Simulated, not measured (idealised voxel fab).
A process module follows: voxel capacitor over wiring.
Displayed cross-section: cut, width of 265 nm, square cells sized 5 nm.
Notation: cross-section as square-cell grid; stated in bands, top first, going down; one or more cell rows per band.
Read a band's entry like this: the first values are the height of its top and the height of its bottom in nm, and what follows is the sequence of materials from left to right, each with its width in nm. Note that "air" is empty space, and that a single material marked "all across" reaches across the band from edge to edge.
Heights are reckoned from 0. Under this level, the received wafer is all of one material. The bottommost band is open-ended downward, for example "0 and below".
Per-row width for "30 to 40": begins at first number (top row of band), ends at second number (bottom row), increment between rows held constant.
Take "nothing was modified" at face value: in the step it is given for, the cross-section changed in none of its cells.
In the "Enclosed internal voids" entry, you get each enclosed empty space of 8 cells or more, one with no open way to the top, written width x height at distance, distance from the left edge, in nm.
Where a step's line continues beyond its settings, the continuation is a remark by the simulator itself on that step.
The optional step-line setting "overlay nm" applies to steps with a mask and quantifies how far to the right of its planned location the mask lay, a negative value indicating leftward placement.

Intended process steps:
1. RECEIVE | material Si
2. CONFORMAL_DEP | material SiO2 | thk nm 10
3. DIRECTIONAL_DEP | material TiN | thk nm 5
4. DIRECTIONAL_DEP | material Ru | thk nm 15
5. MASKED_ETCH | tone cover | mask id METAL_1 | width nm 20 | pitch nm 70 | etch materials Ru | depth nm 15 | overlay nm 0
6. MASKED_ETCH | tone cover | mask id METAL_1 | width nm 20 | pitch nm 70 | etch materials TiN | depth nm 5 | overlay nm 0
7. CONFORMAL_DEP | material SiCN | thk nm 5
8. FILL_DEP | material lowk | thk nm 10
9. CMP | height nm 30
10. CONFORMAL_DEP | material SiCN | thk nm 5
11. DIRECTIONAL_DEP | material lowk | thk nm 20
12. PATTERN | tone open | mask id PLUG_1 | material resist | width nm 15 | thk nm 15 | overlay nm 0
13. DIRECTIONAL_ETCH | etch materials lowk | depth nm 20
14. DIRECTIONAL_ETCH | etch materials SiCN | depth nm 5
15. STRIP | etch materials resist
16. CONFORMAL_DEP | material TiN | thk nm 5
17. FILL_DEP | material Cu | thk nm 10
18. CMP | height nm 55
19. DIRECTIONAL_DEP | material TiN | thk nm 5
20. DIRECTIONAL_DEP | material HfO2 | thk nm 5
21. DIRECTIONAL_DEP | material TiN | thk nm 5
22. PATTERN | tone cover | mask id UPPER_PLATE | material resist | width nm 55 | thk nm 20 | overlay nm 0
23. DIRECTIONAL_ETCH | etch materials TiN | depth nm 5
24. DIRECTIONAL_ETCH | etch materials HfO2 | depth nm 5
25. STRIP | etch materials resist
26. MASKED_ETCH | tone cover | mask id LOWER_PLATE | width nm 65 | etch materials TiN | depth nm 5 | overlay nm 0
27. FILL_DEP | material SiO2 | thk nm 15
28. CMP | height nm 80
29. PATTERN | tone open | mask id PLUG_2 | material resist | width nm 15 | thk nm 20 | overlay nm 0
30. DIRECTIONAL_ETCH | etch materials SiO2 | depth nm 10
31. STRIP | etch materials resist
32. CONFORMAL_DEP | material TiN | thk nm 5
33. FILL_DEP | material Cu | thk nm 10
34. CMP | height nm 80
35. CONFORMAL_DEP | material SiN | thk nm 5
The thk nm used in step 19 is not the same on every wafer, whereas the starting condition is; the value printed in the plan is the first wafer's.

First of several wafers, received after step 1, in cross-section:
0 and below  Si all across
Enclosed internal voids: none

Here's the first of several wafers in cross-section, end of the module, after the last step, step 35:
85 down to 80  SiN all across
80 down to 75  100 of SiO2  5 of TiN  5 of Cu  5 of TiN  150 of SiO2
75 down to 65  100 to 90 of SiO2  15 to 55 of TiN  150 to 120 of SiO2
65 down to 60  90 of SiO2  55 of HfO2  120 of SiO2
60 down to 55  85 of SiO2  65 of TiN  115 of SiO2
55 down to 35  90 of lowk  5 of TiN  5 of Cu  5 of TiN  160 of lowk
35 down to 30  90 of SiCN  15 of TiN  160 of SiCN
30 down to 15  80 of lowk  5 of SiCN  20 of Ru  5 of SiCN  40 of lowk  5 of SiCN  20 of Ru  5 of SiCN  85 of lowk
15 down to 10  85 of SiCN  20 of TiN  50 of SiCN  20 of TiN  90 of SiCN
10 down to 0  SiO2 all across
0 and below  Si all across
Enclosed internal voids: none

Cross-section, last wafer, module completion:
85 down to 80  SiN all across
80 down to 75  90 of SiO2  55 of HfO2  120 of SiO2
75 down to 70  85 of SiO2  65 of TiN  115 of SiO2
70 down to 55  TiN all across
55 down to 35  90 of lowk  5 of TiN  5 of Cu  5 of TiN  160 of lowk
35 down to 30  90 of SiCN  15 of TiN  160 of SiCN
30 down to 15  80 of lowk  5 of SiCN  20 of Ru  5 of SiCN  40 of lowk  5 of SiCN  20 of Ru  5 of SiCN  85 of lowk
15 down to 10  85 of SiCN  20 of TiN  50 of SiCN  20 of TiN  90 of SiCN
10 down to 0  SiO2 all across
0 and below  Si all across
Enclosed internal voids: none

For your reference, the table is organized with a row per wafer; each row reflects the wafer at the end of the module, indicating for each material the cells gained (+) or lost (-) since receipt, and thereafter its closed voids:
thk nm 5, +5 Cu, +11 HfO2, +24 Ru, +107 SiCN, +53 SiN, +330 SiO2, +48 TiN, +323 lowk, Enclosed internal voids: none
thk nm 10, +4 Cu, +11 HfO2, +24 Ru, +107 SiCN, +53 SiN, +280 SiO2, +99 TiN, +323 lowk, Enclosed internal voids: none
thk nm 15, +4 Cu, +11 HfO2, +24 Ru, +107 SiCN, +53 SiN, +230 SiO2, +149 TiN, +323 lowk, Enclosed internal voids: none
thk nm 20, +4 Cu, +11 HfO2, +24 Ru, +107 SiCN, +53 SiN, +188 SiO2, +191 TiN, +323 lowk, Enclosed internal voids: none
